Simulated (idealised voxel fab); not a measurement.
Title: Process Module voxel self aligned contacts
Cross-section cut spans 295 nm and uses square cells 5 nm in size.
Cross-section = grid of square cells, listed top down in bands; band = one or more rows.
First you get the band's top height and its bottom height, in nm, and then the materials it's made of, left to right, with each width in nm. If you see a single material with "all across", that one covers the band edge to edge. "air" is empty space.
We count height from 0. Below that, the starting wafer is all one material. The lowest band never ends at the bottom but goes on down; see "0..down" for how that is written.
Quick explanation for "30->40": the width changes in equal steps down the rows of cells, from the first number in the band's top row to the second number in its bottom row.
"nothing was modified" for a step: no cell of the cross-section changed in that step.
Enclosed voids (no open way to top), threshold 8 cells or more, entry "Internal closed voids", notation width x height at distance, distance from left edge, nm.
Note: text after step settings on the step line = simulator remark on that step.
You can add "overlay nm" to a step's line. For a step with a mask, it describes how far the mask lay to the right of its planned position, and a negative number describes a lay to the left.
-- List of planned process steps
1,RECEIVE (material Si)
2,OXIDIZE (depth nm 5)
3,DIRECTIONAL_DEP (material polySi; thk nm 30)
4,DIRECTIONAL_DEP (material SiN; thk nm 20)
5,PATTERN (tone cover; mask id GATE; material resist; width nm 30; pitch nm 65; thk nm 15; overlay nm 0)
6,DIRECTIONAL_ETCH (etch materials SiN; depth nm 20)
7,DIRECTIONAL_ETCH (etch materials polySi; depth nm 30)
8,STRIP (etch materials resist)
9,CONFORMAL_DEP (material SiN; thk nm 5)
10,DIRECTIONAL_ETCH (etch materials SiN; depth nm 5)
11,FILL_DEP (material SiO2; thk nm 15)
12,CMP (height nm 60)
13,PATTERN (tone open; mask id CONTACT; material resist; width nm 45; thk nm 20; overlay nm 0)
14,DIRECTIONAL_ETCH (etch materials SiO2; depth nm 65)
15,STRIP (etch materials resist)
16,CONFORMAL_DEP (material TiN; thk nm 5)
17,FILL_DEP (material Ru; thk nm 10)
18,CMP (height nm 60)
19,CONFORMAL_DEP (material SiCN; thk nm 5)
-- Cross-section of the wafer upon arrival, representing the state reached after step 1
    0..down: Si all across
    Internal closed voids: none
-- Look at the cross-section after the module: the wafer started out the way shown above and the plan was the one shown above, yet one mistake was made along the way
    65..60: SiCN all across
    60..35: 95 nm SiO2 | 5 nm SiN | 30 nm polySi | 5 nm SiN | 5 nm TiN | 15 nm Ru | 5 nm TiN | 5 nm SiN | 30 nm polySi | 5 nm SiN | 95 nm SiO2
    35..30: 95 nm SiO2 | 5 nm SiN | 30 nm polySi | 5 nm SiN | 25 nm TiN | 5 nm SiN | 30 nm polySi | 5 nm SiN | 95 nm SiO2
    30..0: polySi all across
    0..-5: SiO2 all across
    -5..down: Si all across
    Internal closed voids: none
Error vs. plan: the plan's step 3 ran twice
